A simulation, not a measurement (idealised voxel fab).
Process module, titled voxel tone inversion
Pictured: cross-section cut, 185 nm wide, on a grid of 5 nm square cells.
A cross-section is written here as square cells arranged in a grid, and it is given in bands from the top down, each band taking up one or more rows of cells. Top, bottom (nm), then materials left to right with widths (nm); lone material tagged "full width" fills the whole band edge to edge; "air" = empty space. Height is counted from the level 0, under which the received wafer is composed throughout of one material. The lowest of the bands is not closed at the bottom but continues downward, in the notation "0 -> down". A width such as "30->40" changes by the same amount from each row of cells to the next, from the band's top row to its bottom row. Key: "remains unaltered" - step with no changed cell in the cross-section. What "Entrapped voids" gives you is every empty space of 8 cells or more that is cut off from the top. Each appears as width x height at distance, with the distance taken from the left edge and width, height and distance all in nm. Heads up: the bit after the settings on a step's line is the simulator's remark on that step. "overlay nm" on a masked step: distance the mask lay right of its planned place, negative for left.

-- These are the steps we planned for the process
step 1: RECEIVE: material Si
step 2: CONFORMAL_DEP: material SiCN, thk nm 10
step 3: DIRECTIONAL_DEP: material aC, thk nm 15
step 4: PATTERN: tone cover, mask id POSTS, material resist, width nm 15, pitch nm 50, thk nm 20, overlay nm 0
step 5: DIRECTIONAL_ETCH: etch materials aC, depth nm 15
step 6: STRIP: etch materials resist
step 7: FILL_DEP: material lowk, thk nm 10
step 8: CMP: height nm 25
step 9: STRIP: etch materials aC
step 10: CONFORMAL_DEP: material TiN, thk nm 5
step 11: FILL_DEP: material W, thk nm 5
step 12: CMP: height nm 25
step 13: CONFORMAL_DEP: material SiCN, thk nm 5
It is noted that the wafers described herein are identical at the outset and are distinguished by the width nm of step 4; the value stated in the plan corresponds to the first wafer.

-- first wafer as received, after step 1
    0 -> down | Si full width
    Entrapped voids: none

-- Take a look at the first of several wafers in cross-section: the module is done, and step 13 was its last step
    30 -> 25 | SiCN full width
    25 -> 15 | 60 of lowk, then 5 of TiN, then 5 of W, then 5 of TiN, then 35 of lowk, then 5 of TiN, then 5 of W, then 5 of TiN, then 60 of lowk
    15 -> 10 | 60 of lowk, then 15 of TiN, then 35 of lowk, then 15 of TiN, then 60 of lowk
    10 -> 0 | SiCN full width
    0 -> down | Si full width
    Entrapped voids: none

-- Cross-section of the last wafer at end of module
    30 -> 25 | SiCN full width
    25 -> 15 | 50 of lowk, then 5 of TiN, then 25 of W, then 5 of TiN, then 15 of lowk, then 5 of TiN, then 25 of W, then 5 of TiN, then 50 of lowk
    15 -> 10 | 50 of lowk, then 35 of TiN, then 15 of lowk, then 35 of TiN, then 50 of lowk
    10 -> 0 | SiCN full width
    0 -> down | Si full width
    Entrapped voids: none

-- Note: the following table is arranged by wafer, a row apiece. Each row reports the end-of-module state: per material, cells gained (+) or cells lost (-) compared with the wafer as received; closed voids follow
width nm 15 | +111 SiCN | +14 TiN | +4 W | +93 lowk | Entrapped voids: none
width nm 20 | +111 SiCN | +16 TiN | +8 W | +87 lowk | Entrapped voids: none
width nm 25 | +111 SiCN | +18 TiN | +12 W | +81 lowk | Entrapped voids: none
width nm 30 | +111 SiCN | +20 TiN | +16 W | +75 lowk | Entrapped voids: none
width nm 35 | +111 SiCN | +22 TiN | +20 W | +69 lowk | Entrapped voids: none
